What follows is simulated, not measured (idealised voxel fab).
The name of this process module is voxel self aligned vias.
Displayed cross-section: cut, width of 265 nm, square cells sized 5 nm.
If you're reading a cross-section in this doc, picture square cells in a grid; it comes to you as bands, top ones listed first down to the bottom, and a band can be one or more rows of cells.
Band entry format. Leading values: height of top, height of bottom, nm. Remainder: materials in left-to-right order, each with its width in nm. Special words: "throughout" on a single material, which then fills the band edge to edge; "blank", empty space.
For the purposes of this specification, 0 denotes the height below which the wafer in its as-received condition is composed wholly of one material, and the lowermost band, lacking a lower limit, extends downward without end, as expressed in "0 and below".
So if you see something like "30 to 40" for the width, read it as the top row of the band sitting at the first number and the bottom row at the second, with every row in between moving by the same amount as the last.
Where the words "no change occurred" appear for a step, the cross-section shows no cell changed by that step; every cell remained as before.
Closed void table: empty space of 8 cells or more with no open way to the top, each as width x height at its distance from the left edge, in nm
What comes after the settings on a step's line is commentary from the simulator itself on that step.
overlay nm: where the mask lay relative to plan, measured to the right, on steps with a mask; negatives go left.

Steps in the process plan:
step 1: RECEIVE, material Si
step 2: CONFORMAL_DEP, material SiO2, thk nm 10
step 3: CONFORMAL_DEP, material SiCN, thk nm 5
step 4: DIRECTIONAL_DEP, material SiO2, thk nm 20
step 5: MASKED_ETCH, tone open, mask id LINES, width nm 20, pitch nm 60, etch materials SiO2, depth nm 20, overlay nm 0
step 6: CONFORMAL_DEP, material TiN, thk nm 5
step 7: FILL_DEP, material Ru, thk nm 10
step 8: CMP, height nm 35
step 9: SELECTIVE_ETCH, etch materials W Ru TiN, depth nm 10
step 10: FILL_DEP, material SiN, thk nm 5
step 11: CMP, height nm 35
step 12: DIRECTIONAL_DEP, material SiO2, thk nm 20
step 13: PATTERN, tone open, mask id VIAS, material resist, width nm 30, pitch nm 60, thk nm 20, overlay nm 0
step 14: DIRECTIONAL_ETCH, etch materials SiO2, depth nm 20
step 15: DIRECTIONAL_ETCH, etch materials SiN, depth nm 10
step 16: STRIP, etch materials resist
step 17: CONFORMAL_DEP, material TiN, thk nm 5
step 18: FILL_DEP, material Ru, thk nm 10
step 19: CMP, height nm 55
step 20: CONFORMAL_DEP, material SiCN, thk nm 5

Cross-section of the wafer as it came to us, i.e., already through step 1:
	0 and below | Si throughout
	Closed void table: none

Cross-sectional result after module completion. Note: starting condition and plan are unchanged from above; one processing mistake was made:
	60 down to 55 | SiCN throughout
	55 down to 40 | 85 SiO2 | 5 TiN | 20 Ru | 5 TiN | 30 SiO2 | 5 TiN | 20 Ru | 5 TiN | 90 SiO2
	40 down to 30 | 85 to 90 SiO2 | 10 to 5 TiN | 10 Ru | 10 to 5 TiN | 30 to 40 SiO2 | 10 to 5 TiN | 10 Ru | 10 to 5 TiN | 90 to 95 SiO2
	30 down to 25 | 90 SiO2 | 20 TiN | 40 SiO2 | 20 TiN | 95 SiO2
	25 down to 20 | 90 SiO2 | 5 TiN | 10 Ru | 5 TiN | 40 SiO2 | 5 TiN | 10 Ru | 5 TiN | 95 SiO2
	20 down to 15 | 90 SiO2 | 20 TiN | 40 SiO2 | 20 TiN | 95 SiO2
	15 down to 10 | SiCN throughout
	10 down to 0 | SiN throughout
	0 and below | Si throughout
	Closed void table: none
What broke from the plan during processing? off-plan run, step 2, actual operation and settings CONFORMAL_DEP, material SiN, thk nm 10
